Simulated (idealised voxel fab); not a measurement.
The document below concerns the process module designated voxel local oxidation.
cross-section cut | 170 nm wide | cells 5 nm
Cross-section, as written here: a square-cell grid given band by band from the top down, where a band holds one or more rows of cells. Top, bottom (nm), then materials left to right with widths (nm); lone material tagged "everywhere" fills the whole band edge to edge; "empty" = empty space. Height reference: 0 = level under which incoming wafer is all one material. Lowest band: no bottom, runs on downward, e.g. "0 nm and below". A width given as "30 to 40" starts at the first number in the band's top row and ends at the second number in its bottom row, shifting by an equal amount at every step from row to row. It should be understood that the words "everything unchanged", when stated for a given step, signify that the cross-section underwent no change in any of its cells during that step. This entry, "Catalogued sealed voids", enumerates those empty regions of no fewer than 8 cells that possess no open connection to the top. Each region is reported in the form width x height at distance, the distance being taken from the left edge, with all three quantities expressed in nm. Text after the settings on a step's line: the simulator's own remark on that step. The setting "overlay nm" may be written on the line of a step. When the step uses a mask, the value reports how far to the right of the planned place the mask lay, and a negative value reports that it lay to the left.
### Listed below are the process steps as planned
1: RECEIVE, material Si
2: CONFORMAL_DEP, material SiO2, thk nm 5
3: CONFORMAL_DEP, material SiN, thk nm 15
4: PATTERN, tone cover, mask id ACTIVE, material resist, width nm 120, thk nm 15, overlay nm 0
5: DIRECTIONAL_ETCH, etch materials SiN, depth nm 15
6: STRIP, etch materials resist
7: SELECTIVE_ETCH, etch materials SiO2, depth nm 5
8: OXIDIZE, depth nm 15
9: STRIP, etch materials SiN
### First of two wafers - as planned
### Cross-section of the wafer as it came to us, i.e., already through step 1
    0 nm and below: Si everywhere
    Catalogued sealed voids: none
### How the wafer stands in section after step 2
    5 nm to 0 nm: SiO2 everywhere
    At heights below 0, the structure remains unaltered.
### How the wafer stands in section after step 3
    20 nm to 5 nm: SiN everywhere
    At heights below 5, the structure remains unaltered.
### How the wafer stands in section after step 4
    35 nm to 20 nm: 25 empty  120 resist  25 empty
    At heights below 20, the structure remains unaltered.
### How the wafer stands in section after step 5
    35 nm to 20 nm: 25 empty  120 resist  25 empty
    20 nm to 5 nm: 25 empty  120 SiN  25 empty
    At heights below 5, the structure remains unaltered.
### How the wafer stands in section after step 6
    20 nm to 5 nm: 25 empty  120 SiN  25 empty
    At heights below 5, the structure remains unaltered.
### How the wafer stands in section after step 7
    20 nm to 5 nm: 25 empty  120 SiN  25 empty
    5 nm to 0 nm: 30 empty  110 SiO2  30 empty
    At heights below 0, the structure remains unaltered.
### How the wafer stands in section after step 8
    20 nm to 5 nm: 25 empty  120 SiN  25 empty
    5 nm to 0 nm: 30 empty  110 SiO2  30 empty
    0 nm to -15 nm: 45 SiO2  80 Si  45 SiO2
    At heights below -15, the structure remains unaltered.
### How the wafer stands in section after step 9
    5 nm to 0 nm: 30 empty  110 SiO2  30 empty
    At heights below 0, the structure remains unaltered.
### Second Wafer (Identical Start and Plan, One Processing Error; Matches First Wafer Through Step 3)
### Cross-sectional representation of the second wafer at the time designated in the plan for the completion of step 4
    35 nm to 20 nm: 25 resist  120 empty  25 resist
    At heights below 20, the structure remains unaltered.
### Cross-sectional representation of the second wafer at the time designated in the plan for the completion of step 5
    35 nm to 20 nm: 25 resist  120 empty  25 resist
    20 nm to 5 nm: 25 SiN  120 empty  25 SiN
    At heights below 5, the structure remains unaltered.
### Cross-sectional representation of the second wafer at the time designated in the plan for the completion of step 6
    20 nm to 5 nm: 25 SiN  120 empty  25 SiN
    At heights below 5, the structure remains unaltered.
### Cross-sectional representation of the second wafer at the time designated in the plan for the completion of step 7
    20 nm to 5 nm: 25 SiN  120 empty  25 SiN
    5 nm to 0 nm: 20 SiO2  130 empty  20 SiO2
    At heights below 0, the structure remains unaltered.
### Cross-sectional representation of the second wafer at the time designated in the plan for the completion of step 8
    20 nm to 5 nm: 25 SiN  120 empty  25 SiN
    5 nm to 0 nm: 20 SiO2  130 empty  20 SiO2
    0 nm to -15 nm: 5 Si  160 SiO2  5 Si
    At heights below -15, the structure remains unaltered.
### Cross-sectional representation of the second wafer at the time designated in the plan for the completion of step 9
    5 nm to 0 nm: 20 SiO2  130 empty  20 SiO2
    At heights below 0, the structure remains unaltered.
Error vs. plan: rather than as planned, step 4 actually ran as PATTERN, tone open, mask id ACTIVE, material resist, width nm 120, thk nm 15, overlay nm 0
The second wafer ends with more or fewer cells of some materials than the first, per final count: -42 Si, +28 SiO2
